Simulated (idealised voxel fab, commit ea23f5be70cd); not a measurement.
Module name: voxel gate over fins (process module)
In the cross-section labelled cut, the width is 225 nm and each square cell is 5 nm.
If you're reading a cross-section in this doc, picture square cells in a grid; it comes to you as bands, top ones listed first down to the bottom, and a band can be one or more rows of cells. Basically the band line says how high the top is and how high the bottom is, in nm, and then what's in it from left to right, every material with its width in nm. Empty space shows up as "empty", and if a single material carries "full width" it runs the full band edge to edge. Heights are measured from 0, the level below which the as-received wafer is all one material; the lowest band has no bottom and continues downward, written as in "from 0 down". Graded width ("30->40"): value in top row of band = first number; value in bottom row = second number; row-to-row change constant. "remained the same" after a step means that no cell of the cross-section changed. "Voids lacking openings" specifies each empty space that is not open to the top and that occupies no fewer than 8 cells, using the form width x height at distance, the distance measured from the left edge and all three quantities in nm. Where a step's line continues beyond its settings, the continuation is a remark by the simulator itself on that step. When a step includes a mask, the "overlay nm" setting on its line states how far to the right of its planned place that mask lay, and negative values state how far to the left.
These are the steps we planned for the process
- 1: RECEIVE, material Si
- 2: CONFORMAL_DEP, material SiN, thk nm 5
- 3: DIRECTIONAL_DEP, material aC, thk nm 15
- 4: PATTERN, tone cover, mask id FINS, material resist, width nm 15, pitch nm 40, thk nm 35, overlay nm 0
- 5: DIRECTIONAL_ETCH, etch materials aC, depth nm 15
- 6: STRIP, etch materials resist
- 7: DIRECTIONAL_ETCH, etch materials SiN, depth nm 5
- 8: DIRECTIONAL_ETCH, etch materials Si, depth nm 35
- 9: STRIP, etch materials aC
- 10: OXIDIZE, depth nm 5
- 11: FILL_DEP, material SiO2, thk nm 15
- 12: CMP, height nm 5
- 13: SELECTIVE_ETCH, etch materials SiO2, depth nm 15
- 14: STRIP, etch materials SiN
- 15: CONFORMAL_DEP, material HfO2, thk nm 5
- 16: CONFORMAL_DEP, material TiN, thk nm 5
- 17: CONFORMAL_DEP, material TiAl, thk nm 5
- 18: CONFORMAL_DEP, material TiN, thk nm 5
- 19: FILL_DEP, material W, thk nm 10
- 20: CMP, height nm 25
- 21: CONFORMAL_DEP, material SiCN, thk nm 5
So, the first of our two wafers, run just as we planned it
This is the cross-section of the wafer as we received it, i.e. after step 1
  from 0 down = Si full width
  Voids lacking openings: none
Sectional view: wafer, after step 2
  from 5 to 0 = SiN full width
  Unchanged below 0.
Sectional view: wafer, after step 3
  from 20 to 5 = aC full width
  Unchanged below 5.
Sectional view: wafer, after step 4
  from 55 to 20 = 45 nm empty | 15 nm resist | 25 nm empty | 15 nm resist | 25 nm empty | 15 nm resist | 25 nm empty | 15 nm resist | 45 nm empty
  Unchanged below 20.
Sectional view: wafer, after step 5
  from 40 to 20 = 45 nm empty | 15 nm resist | 25 nm empty | 15 nm resist | 25 nm empty | 15 nm resist | 25 nm empty | 15 nm resist | 45 nm empty
  from 20 to 5 = 45 nm empty | 15 nm aC | 25 nm empty | 15 nm aC | 25 nm empty | 15 nm aC | 25 nm empty | 15 nm aC | 45 nm empty
  Unchanged below 5.
Sectional view: wafer, after step 6
  from 20 to 5 = 45 nm empty | 15 nm aC | 25 nm empty | 15 nm aC | 25 nm empty | 15 nm aC | 25 nm empty | 15 nm aC | 45 nm empty
  Unchanged below 5.
Sectional view: wafer, after step 7
  from 20 to 5 = 45 nm empty | 15 nm aC | 25 nm empty | 15 nm aC | 25 nm empty | 15 nm aC | 25 nm empty | 15 nm aC | 45 nm empty
  from 5 to 0 = 45 nm empty | 15 nm SiN | 25 nm empty | 15 nm SiN | 25 nm empty | 15 nm SiN | 25 nm empty | 15 nm SiN | 45 nm empty
  Unchanged below 0.
Sectional view: wafer, after step 8
  from 20 to 5 = 45 nm empty | 15 nm aC | 25 nm empty | 15 nm aC | 25 nm empty | 15 nm aC | 25 nm empty | 15 nm aC | 45 nm empty
  from 5 to 0 = 45 nm empty | 15 nm SiN | 25 nm empty | 15 nm SiN | 25 nm empty | 15 nm SiN | 25 nm empty | 15 nm SiN | 45 nm empty
  from 0 to -35 = 45 nm empty | 15 nm Si | 25 nm empty | 15 nm Si | 25 nm empty | 15 nm Si | 25 nm empty | 15 nm Si | 45 nm empty
  Unchanged below -35.
Sectional view: wafer, after step 9
  from 5 to 0 = 45 nm empty | 15 nm SiN | 25 nm empty | 15 nm SiN | 25 nm empty | 15 nm SiN | 25 nm empty | 15 nm SiN | 45 nm empty
  Unchanged below 0.
Sectional view: wafer, after step 10
  from 5 to 0 = 45 nm empty | 15 nm SiN | 25 nm empty | 15 nm SiN | 25 nm empty | 15 nm SiN | 25 nm empty | 15 nm SiN | 45 nm empty
  from 0 to -35 = 45 nm empty | 5 nm SiO2 | 5 nm Si | 5 nm SiO2 | 25 nm empty | 5 nm SiO2 | 5 nm Si | 5 nm SiO2 | 25 nm empty | 5 nm SiO2 | 5 nm Si | 5 nm SiO2 | 25 nm empty | 5 nm SiO2 | 5 nm Si | 5 nm SiO2 | 45 nm empty
  from -35 to -40 = 50 nm SiO2 | 5 nm Si | 35 nm SiO2 | 5 nm Si | 35 nm SiO2 | 5 nm Si | 35 nm SiO2 | 5 nm Si | 50 nm SiO2
  Unchanged below -40.
Sectional view: wafer, after step 11
  from 20 to 5 = SiO2 full width
  from 5 to 0 = 45 nm SiO2 | 15 nm SiN | 25 nm SiO2 | 15 nm SiN | 25 nm SiO2 | 15 nm SiN | 25 nm SiO2 | 15 nm SiN | 45 nm SiO2
  from 0 to -40 = 50 nm SiO2 | 5 nm Si | 35 nm SiO2 | 5 nm Si | 35 nm SiO2 | 5 nm Si | 35 nm SiO2 | 5 nm Si | 50 nm SiO2
  Unchanged below -40.
Sectional view: wafer, after step 12
  from 5 to 0 = 45 nm SiO2 | 15 nm SiN | 25 nm SiO2 | 15 nm SiN | 25 nm SiO2 | 15 nm SiN | 25 nm SiO2 | 15 nm SiN | 45 nm SiO2
  Unchanged below 0.
Sectional view: wafer, after step 13
  from 5 to 0 = 45 nm empty | 15 nm SiN | 25 nm empty | 15 nm SiN | 25 nm empty | 15 nm SiN | 25 nm empty | 15 nm SiN | 45 nm empty
  from 0 to -10 = 50 nm empty | 5 nm Si | 35 nm empty | 5 nm Si | 35 nm empty | 5 nm Si | 35 nm empty | 5 nm Si | 50 nm empty
  Unchanged below -10.
Sectional view: wafer, after step 14
  from 0 to -10 = 50 nm empty | 5 nm Si | 35 nm empty | 5 nm Si | 35 nm empty | 5 nm Si | 35 nm empty | 5 nm Si | 50 nm empty
  Unchanged below -10.
Sectional view: wafer, after step 15
  from 5 to 0 = 45 nm empty | 15 nm HfO2 | 25 nm empty | 15 nm HfO2 | 25 nm empty | 15 nm HfO2 | 25 nm empty | 15 nm HfO2 | 45 nm empty
  from 0 to -5 = 45 nm empty | 5 nm HfO2 | 5 nm Si | 5 nm HfO2 | 25 nm empty | 5 nm HfO2 | 5 nm Si | 5 nm HfO2 | 25 nm empty | 5 nm HfO2 | 5 nm Si | 5 nm HfO2 | 25 nm empty | 5 nm HfO2 | 5 nm Si | 5 nm HfO2 | 45 nm empty
  from -5 to -10 = 50 nm HfO2 | 5 nm Si | 35 nm HfO2 | 5 nm Si | 35 nm HfO2 | 5 nm Si | 35 nm HfO2 | 5 nm Si | 50 nm HfO2
  Unchanged below -10.
Sectional view: wafer, after step 16
  from 10 to 5 = 40 nm empty | 25 nm TiN | 15 nm empty | 25 nm TiN | 15 nm empty | 25 nm TiN | 15 nm empty | 25 nm TiN | 40 nm empty
  from 5 to 0 = 40 nm empty | 5 nm TiN | 15 nm HfO2 | 5 nm TiN | 15 nm empty | 5 nm TiN | 15 nm HfO2 | 5 nm TiN | 15 nm empty | 5 nm TiN | 15 nm HfO2 | 5 nm TiN | 15 nm empty | 5 nm TiN | 15 nm HfO2 | 5 nm TiN | 40 nm empty
  from 0 to -5 = 45 nm TiN | 5 nm HfO2 | 5 nm Si | 5 nm HfO2 | 25 nm TiN | 5 nm HfO2 | 5 nm Si | 5 nm HfO2 | 25 nm TiN | 5 nm HfO2 | 5 nm Si | 5 nm HfO2 | 25 nm TiN | 5 nm HfO2 | 5 nm Si | 5 nm HfO2 | 45 nm TiN
  Unchanged below -5.
Sectional view: wafer, after step 17
  from 15 to 10 = 35 nm empty | 35 nm TiAl | 5 nm empty | 35 nm TiAl | 5 nm empty | 35 nm TiAl | 5 nm empty | 35 nm TiAl | 35 nm empty
  from 10 to 5 = 35 nm empty | 5 nm TiAl | 25 nm TiN | 5 nm TiAl | 5 nm empty | 5 nm TiAl | 25 nm TiN | 5 nm TiAl | 5 nm empty | 5 nm TiAl | 25 nm TiN | 5 nm TiAl | 5 nm empty | 5 nm TiAl | 25 nm TiN | 5 nm TiAl | 35 nm empty
  from 5 to 0 = 40 nm TiAl | 5 nm TiN | 15 nm HfO2 | 5 nm TiN | 15 nm TiAl | 5 nm TiN | 15 nm HfO2 | 5 nm TiN | 15 nm TiAl | 5 nm TiN | 15 nm HfO2 | 5 nm TiN | 15 nm TiAl | 5 nm TiN | 15 nm HfO2 | 5 nm TiN | 40 nm TiAl
  Unchanged below 0.
Sectional view: wafer, after step 18
  from 20 to 15 = 30 nm empty | 165 nm TiN | 30 nm empty
  from 15 to 10 = 30 nm empty | 5 nm TiN | 35 nm TiAl | 5 nm TiN | 35 nm TiAl | 5 nm TiN | 35 nm TiAl | 5 nm TiN | 35 nm TiAl | 5 nm TiN | 30 nm empty
  from 10 to 5 = 35 nm TiN | 5 nm TiAl | 25 nm TiN | 5 nm TiAl | 5 nm TiN | 5 nm TiAl | 25 nm TiN | 5 nm TiAl | 5 nm TiN | 5 nm TiAl | 25 nm TiN | 5 nm TiAl | 5 nm TiN | 5 nm TiAl | 25 nm TiN | 5 nm TiAl | 35 nm TiN
  Unchanged below 5.
Sectional view: wafer, after step 19
  from 30 to 20 = W full width
  from 20 to 15 = 30 nm W | 165 nm TiN | 30 nm W
  from 15 to 10 = 30 nm W | 5 nm TiN | 35 nm TiAl | 5 nm TiN | 35 nm TiAl | 5 nm TiN | 35 nm TiAl | 5 nm TiN | 35 nm TiAl | 5 nm TiN | 30 nm W
  Unchanged below 10.
Sectional view: wafer, after step 20
  from 25 to 20 = W full width
  Unchanged below 20.
Sectional view: wafer, after step 21
  from 30 to 25 = SiCN full width
  Unchanged below 25.
Okay, second wafer. Nothing different at the start, nothing different in the plan, just one mistake somewhere in the running. As far as step 3, counting that step, it's the first wafer all over again
Cross-section of the second wafer at the time step 4 of the plan should have ended
  from 55 to 20 = 40 nm empty | 15 nm resist | 25 nm empty | 15 nm resist | 25 nm empty | 15 nm resist | 25 nm empty | 15 nm resist | 50 nm empty
  Unchanged below 20.
Cross-section of the second wafer at the time step 5 of the plan should have ended
  from 40 to 20 = 40 nm empty | 15 nm resist | 25 nm empty | 15 nm resist | 25 nm empty | 15 nm resist | 25 nm empty | 15 nm resist | 50 nm empty
  from 20 to 5 = 40 nm empty | 15 nm aC | 25 nm empty | 15 nm aC | 25 nm empty | 15 nm aC | 25 nm empty | 15 nm aC | 50 nm empty
  Unchanged below 5.
Cross-section of the second wafer at the time step 6 of the plan should have ended
  from 20 to 5 = 40 nm empty | 15 nm aC | 25 nm empty | 15 nm aC | 25 nm empty | 15 nm aC | 25 nm empty | 15 nm aC | 50 nm empty
  Unchanged below 5.
Cross-section of the second wafer at the time step 7 of the plan should have ended
  from 20 to 5 = 40 nm empty | 15 nm aC | 25 nm empty | 15 nm aC | 25 nm empty | 15 nm aC | 25 nm empty | 15 nm aC | 50 nm empty
  from 5 to 0 = 40 nm empty | 15 nm SiN | 25 nm empty | 15 nm SiN | 25 nm empty | 15 nm SiN | 25 nm empty | 15 nm SiN | 50 nm empty
  Unchanged below 0.
Cross-section of the second wafer at the time step 8 of the plan should have ended
  from 20 to 5 = 40 nm empty | 15 nm aC | 25 nm empty | 15 nm aC | 25 nm empty | 15 nm aC | 25 nm empty | 15 nm aC | 50 nm empty
  from 5 to 0 = 40 nm empty | 15 nm SiN | 25 nm empty | 15 nm SiN | 25 nm empty | 15 nm SiN | 25 nm empty | 15 nm SiN | 50 nm empty
  from 0 to -35 = 40 nm empty | 15 nm Si | 25 nm empty | 15 nm Si | 25 nm empty | 15 nm Si | 25 nm empty | 15 nm Si | 50 nm empty
  Unchanged below -35.
Cross-section of the second wafer at the time step 9 of the plan should have ended
  from 5 to 0 = 40 nm empty | 15 nm SiN | 25 nm empty | 15 nm SiN | 25 nm empty | 15 nm SiN | 25 nm empty | 15 nm SiN | 50 nm empty
  Unchanged below 0.
Cross-section of the second wafer at the time step 10 of the plan should have ended
  from 5 to 0 = 40 nm empty | 15 nm SiN | 25 nm empty | 15 nm SiN | 25 nm empty | 15 nm SiN | 25 nm empty | 15 nm SiN | 50 nm empty
  from 0 to -35 = 40 nm empty | 5 nm SiO2 | 5 nm Si | 5 nm SiO2 | 25 nm empty | 5 nm SiO2 | 5 nm Si | 5 nm SiO2 | 25 nm empty | 5 nm SiO2 | 5 nm Si | 5 nm SiO2 | 25 nm empty | 5 nm SiO2 | 5 nm Si | 5 nm SiO2 | 50 nm empty
  from -35 to -40 = 45 nm SiO2 | 5 nm Si | 35 nm SiO2 | 5 nm Si | 35 nm SiO2 | 5 nm Si | 35 nm SiO2 | 5 nm Si | 55 nm SiO2
  Unchanged below -40.
Cross-section of the second wafer at the time step 11 of the plan should have ended
  from 20 to 5 = SiO2 full width
  from 5 to 0 = 40 nm SiO2 | 15 nm SiN | 25 nm SiO2 | 15 nm SiN | 25 nm SiO2 | 15 nm SiN | 25 nm SiO2 | 15 nm SiN | 50 nm SiO2
  from 0 to -40 = 45 nm SiO2 | 5 nm Si | 35 nm SiO2 | 5 nm Si | 35 nm SiO2 | 5 nm Si | 35 nm SiO2 | 5 nm Si | 55 nm SiO2
  Unchanged below -40.
Cross-section of the second wafer at the time step 12 of the plan should have ended
  from 5 to 0 = 40 nm SiO2 | 15 nm SiN | 25 nm SiO2 | 15 nm SiN | 25 nm SiO2 | 15 nm SiN | 25 nm SiO2 | 15 nm SiN | 50 nm SiO2
  Unchanged below 0.
Cross-section of the second wafer at the time step 13 of the plan should have ended
  from 5 to 0 = 40 nm empty | 15 nm SiN | 25 nm empty | 15 nm SiN | 25 nm empty | 15 nm SiN | 25 nm empty | 15 nm SiN | 50 nm empty
  from 0 to -10 = 45 nm empty | 5 nm Si | 35 nm empty | 5 nm Si | 35 nm empty | 5 nm Si | 35 nm empty | 5 nm Si | 55 nm empty
  Unchanged below -10.
Cross-section of the second wafer at the time step 14 of the plan should have ended
  from 0 to -10 = 45 nm empty | 5 nm Si | 35 nm empty | 5 nm Si | 35 nm empty | 5 nm Si | 35 nm empty | 5 nm Si | 55 nm empty
  Unchanged below -10.
Cross-section of the second wafer at the time step 15 of the plan should have ended
  from 5 to 0 = 40 nm empty | 15 nm HfO2 | 25 nm empty | 15 nm HfO2 | 25 nm empty | 15 nm HfO2 | 25 nm empty | 15 nm HfO2 | 50 nm empty
  from 0 to -5 = 40 nm empty | 5 nm HfO2 | 5 nm Si | 5 nm HfO2 | 25 nm empty | 5 nm HfO2 | 5 nm Si | 5 nm HfO2 | 25 nm empty | 5 nm HfO2 | 5 nm Si | 5 nm HfO2 | 25 nm empty | 5 nm HfO2 | 5 nm Si | 5 nm HfO2 | 50 nm empty
  from -5 to -10 = 45 nm HfO2 | 5 nm Si | 35 nm HfO2 | 5 nm Si | 35 nm HfO2 | 5 nm Si | 35 nm HfO2 | 5 nm Si | 55 nm HfO2
  Unchanged below -10.
Cross-section of the second wafer at the time step 16 of the plan should have ended
  from 10 to 5 = 35 nm empty | 25 nm TiN | 15 nm empty | 25 nm TiN | 15 nm empty | 25 nm TiN | 15 nm empty | 25 nm TiN | 45 nm empty
  from 5 to 0 = 35 nm empty | 5 nm TiN | 15 nm HfO2 | 5 nm TiN | 15 nm empty | 5 nm TiN | 15 nm HfO2 | 5 nm TiN | 15 nm empty | 5 nm TiN | 15 nm HfO2 | 5 nm TiN | 15 nm empty | 5 nm TiN | 15 nm HfO2 | 5 nm TiN | 45 nm empty
  from 0 to -5 = 40 nm TiN | 5 nm HfO2 | 5 nm Si | 5 nm HfO2 | 25 nm TiN | 5 nm HfO2 | 5 nm Si | 5 nm HfO2 | 25 nm TiN | 5 nm HfO2 | 5 nm Si | 5 nm HfO2 | 25 nm TiN | 5 nm HfO2 | 5 nm Si | 5 nm HfO2 | 50 nm TiN
  Unchanged below -5.
Cross-section of the second wafer at the time step 17 of the plan should have ended
  from 15 to 10 = 30 nm empty | 35 nm TiAl | 5 nm empty | 35 nm TiAl | 5 nm empty | 35 nm TiAl | 5 nm empty | 35 nm TiAl | 40 nm empty
  from 10 to 5 = 30 nm empty | 5 nm TiAl | 25 nm TiN | 5 nm TiAl | 5 nm empty | 5 nm TiAl | 25 nm TiN | 5 nm TiAl | 5 nm empty | 5 nm TiAl | 25 nm TiN | 5 nm TiAl | 5 nm empty | 5 nm TiAl | 25 nm TiN | 5 nm TiAl | 40 nm empty
  from 5 to 0 = 35 nm TiAl | 5 nm TiN | 15 nm HfO2 | 5 nm TiN | 15 nm TiAl | 5 nm TiN | 15 nm HfO2 | 5 nm TiN | 15 nm TiAl | 5 nm TiN | 15 nm HfO2 | 5 nm TiN | 15 nm TiAl | 5 nm TiN | 15 nm HfO2 | 5 nm TiN | 45 nm TiAl
  Unchanged below 0.
Cross-section of the second wafer at the time step 18 of the plan should have ended
  from 20 to 15 = 25 nm empty | 165 nm TiN | 35 nm empty
  from 15 to 10 = 25 nm empty | 5 nm TiN | 35 nm TiAl | 5 nm TiN | 35 nm TiAl | 5 nm TiN | 35 nm TiAl | 5 nm TiN | 35 nm TiAl | 5 nm TiN | 35 nm empty
  from 10 to 5 = 30 nm TiN | 5 nm TiAl | 25 nm TiN | 5 nm TiAl | 5 nm TiN | 5 nm TiAl | 25 nm TiN | 5 nm TiAl | 5 nm TiN | 5 nm TiAl | 25 nm TiN | 5 nm TiAl | 5 nm TiN | 5 nm TiAl | 25 nm TiN | 5 nm TiAl | 40 nm TiN
  Unchanged below 5.
Cross-section of the second wafer at the time step 19 of the plan should have ended
  from 30 to 20 = W full width
  from 20 to 15 = 25 nm W | 165 nm TiN | 35 nm W
  from 15 to 10 = 25 nm W | 5 nm TiN | 35 nm TiAl | 5 nm TiN | 35 nm TiAl | 5 nm TiN | 35 nm TiAl | 5 nm TiN | 35 nm TiAl | 5 nm TiN | 35 nm W
  Unchanged below 10.
Cross-section of the second wafer at the time step 20 of the plan should have ended
  from 25 to 20 = W full width
  Unchanged below 20.
Cross-section of the second wafer at the time step 21 of the plan should have ended
  from 30 to 25 = SiCN full width
  Unchanged below 25.
So what did we get wrong on this run? so step 4 ended up running with a different setting than we planned, it ran as PATTERN, tone cover, mask id FINS, material resist, width nm 15, pitch nm 40, thk nm 35, overlay nm -5
The concluding comparison shows that, measured in cells, each material is equally abundant on both wafers, albeit at different positions.
